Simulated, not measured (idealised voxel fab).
Name of the process module below: voxel released beams
The cross-section shown here is cut; it is 145 nm wide and divided into square cells measuring 5 nm on a side.
We lay out every cross-section as a grid of square cells and spell it out in bands from the top down, where one band means one or more rows of cells.
What a band's entry tells you: where the top is and where the bottom is, as heights in nm, and after that what lies inside, material by material from left to right, each with its width in nm. Empty space is written as the word "air", and a single material marked with the word "throughout" occupies the band from edge to edge.
For the purposes of this specification, 0 denotes the height below which the wafer in its as-received condition is composed wholly of one material, and the lowermost band, lacking a lower limit, extends downward without end, as expressed in "z 0 and below".
You'd read "30->40" like this: the band's top row of cells is as wide as the first number, its bottom row is as wide as the second, and going down, every row changes width by the same amount as the row before did.
What does "stayed the same" mean for a step? It means no cell of the cross-section changed in that step.
So "Enclosed empty spaces" is basically the list of trapped voids: any empty space of 8 cells or more that can't reach the top through an opening. They're written width x height at distance, the distance being from the left edge, and it's all nm.
Step line, after settings: the simulator's comment on this step.
overlay nm: where the mask lay relative to plan, measured to the right, on steps with a mask; negatives go left.

## Planned process steps
| 1 | RECEIVE,material Si |
| 2 | CONFORMAL_DEP,material Al2O3,thk nm 5 |
| 3 | DIRECTIONAL_DEP,material SiO2,thk nm 20 |
| 4 | DIRECTIONAL_DEP,material aC,thk nm 10 |
| 5 | PATTERN,tone open,mask id ANCHOR,material resist,width nm 25,thk nm 30,overlay nm 0 |
| 6 | DIRECTIONAL_ETCH,etch materials aC,depth nm 10 |
| 7 | STRIP,etch materials resist |
| 8 | DIRECTIONAL_ETCH,etch materials SiO2,depth nm 20 |
| 9 | STRIP,etch materials aC |
| 10 | CONFORMAL_DEP,material polySi,thk nm 10 |
| 11 | DIRECTIONAL_DEP,material aC,thk nm 15 |
| 12 | PATTERN,tone cover,mask id BEAM,material resist,width nm 80,thk nm 30,overlay nm 0 |
| 13 | DIRECTIONAL_ETCH,etch materials aC,depth nm 15 |
| 14 | STRIP,etch materials resist |
| 15 | DIRECTIONAL_ETCH,etch materials polySi,depth nm 10 |
| 16 | STRIP,etch materials aC |
| 17 | STRIP,etch materials SiO2 |

## Cross-section of the wafer as it came to us, i.e., already through step 1
z 0 and below = Si throughout
Enclosed empty spaces: none

## Starting wafer: above. Plan: above. Run: one mistake. Cross-section after the module: below
z 35 to 25 = 30 air / 80 polySi / 35 air
z 25 to 5 = polySi throughout
z 5 to 0 = Al2O3 throughout
z 0 and below = Si throughout
Enclosed empty spaces: none
Deviation from plan: planned and actual differ for step 3; actual: DIRECTIONAL_DEP,material polySi,thk nm 20
